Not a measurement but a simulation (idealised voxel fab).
The following is a process module called voxel capacitor over wiring.
The width of the displayed cross-section, cut, is 230 nm; its cells are square, with a size of 5 nm.
Each cross-section below is a grid of square cells, stated as bands in top-down order, with one or more rows of cells making up each band. This entry defines a band. It first specifies the height of the band's top and the height of its bottom in nm, and then specifies the band's materials from left to right, stating each material with its width in nm. The word "edge to edge" identifies a single material that fills the band from edge to edge, while the word "blank" identifies empty space. Height reference: 0 = level under which incoming wafer is all one material. Lowest band: no bottom, runs on downward, e.g. "0 down". The notation "30 to 40" denotes a width that varies across the rows of cells in the band, beginning at the first number in the top row, finishing at the second number in the bottom row, and changing by an identical amount from each row to the next. "no alterations made" after a step means that no cell of the cross-section changed. The entry "Closed void table" lists the empty spaces that cover at least 8 cells and have no open path to the top. Each is written as width x height at distance, where the distance is measured from the left edge and all three values are in nm. Note: text after step settings on the step line = simulator remark on that step. overlay nm: where the mask lay relative to plan, measured to the right, on steps with a mask; negatives go left.

-- The planned process steps are enumerated hereunder
1 RECEIVE: material Si
2 CONFORMAL_DEP: material SiO2, thk nm 15
3 CONFORMAL_DEP: material SiCN, thk nm 5
4 DIRECTIONAL_DEP: material lowk, thk nm 15
5 PATTERN: tone open, mask id METAL_1, material resist, width nm 25, pitch nm 75, thk nm 15, overlay nm 0
6 DIRECTIONAL_ETCH: etch materials lowk, depth nm 15
7 DIRECTIONAL_ETCH: etch materials SiCN, depth nm 5
8 STRIP: etch materials resist
9 CONFORMAL_DEP: material TiN, thk nm 5
10 FILL_DEP: material Ru, thk nm 5
11 CMP: height nm 35
12 EPI: material Ru, thk nm 5
13 FILL_DEP: material SiCN, thk nm 5
14 DIRECTIONAL_DEP: material SiO2, thk nm 20
15 DIRECTIONAL_DEP: material aC, thk nm 10
16 PATTERN: tone open, mask id PLUG_1, material resist, width nm 15, thk nm 30, overlay nm 0
17 DIRECTIONAL_ETCH: etch materials aC, depth nm 10
18 STRIP: etch materials resist
19 DIRECTIONAL_ETCH: etch materials SiO2, depth nm 20
20 DIRECTIONAL_ETCH: etch materials SiCN, depth nm 5
21 STRIP: etch materials aC
22 CONFORMAL_DEP: material TiN, thk nm 5
23 FILL_DEP: material W, thk nm 10
24 CMP: height nm 65
25 DIRECTIONAL_DEP: material TiN, thk nm 5
26 DIRECTIONAL_DEP: material HfO2, thk nm 5
27 DIRECTIONAL_DEP: material TiN, thk nm 5
28 MASKED_ETCH: tone cover, mask id UPPER_PLATE, width nm 55, etch materials TiN, depth nm 5, overlay nm 0
29 MASKED_ETCH: tone cover, mask id UPPER_PLATE, width nm 55, etch materials HfO2, depth nm 5, overlay nm 0
30 MASKED_ETCH: tone cover, mask id LOWER_PLATE, width nm 65, etch materials TiN, depth nm 5, overlay nm 0
31 FILL_DEP: material SiO2, thk nm 15
32 CMP: height nm 90
33 MASKED_ETCH: tone open, mask id PLUG_2, width nm 15, etch materials SiO2, depth nm 10, overlay nm 0
34 CONFORMAL_DEP: material TiN, thk nm 5
35 FILL_DEP: material Cu, thk nm 5
36 CMP: height nm 90
37 CONFORMAL_DEP: material SiN, thk nm 5

-- Wafer cross-section on receipt, i.e. after step 1
    0 down: Si edge to edge
    Closed void table: none

-- Starting wafer: above. Plan: above. Run: one mistake. Cross-section after the module: below
    95 to 90: SiN edge to edge
    90 to 85: SiO2: 85 | TiN: 5 | Cu: 5 | TiN: 5 | SiO2: 130
    85 to 75: SiO2: 85 to 75 | TiN: 15 to 55 | SiO2: 130 to 100
    75 to 70: SiO2: 75 | HfO2: 55 | SiO2: 100
    70 to 65: SiO2: 70 | TiN: 65 | SiO2: 95
    65 to 45: SiO2: 75 | TiN: 5 | W: 5 | TiN: 5 | SiO2: 140
    45 to 40: SiCN: 75 | TiN: 15 | SiCN: 140
    40 to 35: SiCN: 60 | Ru: 35 | SiCN: 40 | Ru: 35 | SiCN: 60
    35 to 30: SiCN: 65 | TiN: 25 | SiCN: 50 | TiN: 25 | SiCN: 65
    30 to 0: SiO2 edge to edge
    0 down: Si edge to edge
    Closed void table: none
Against the plan, the run slipped here: plan step 2 was conducted twice
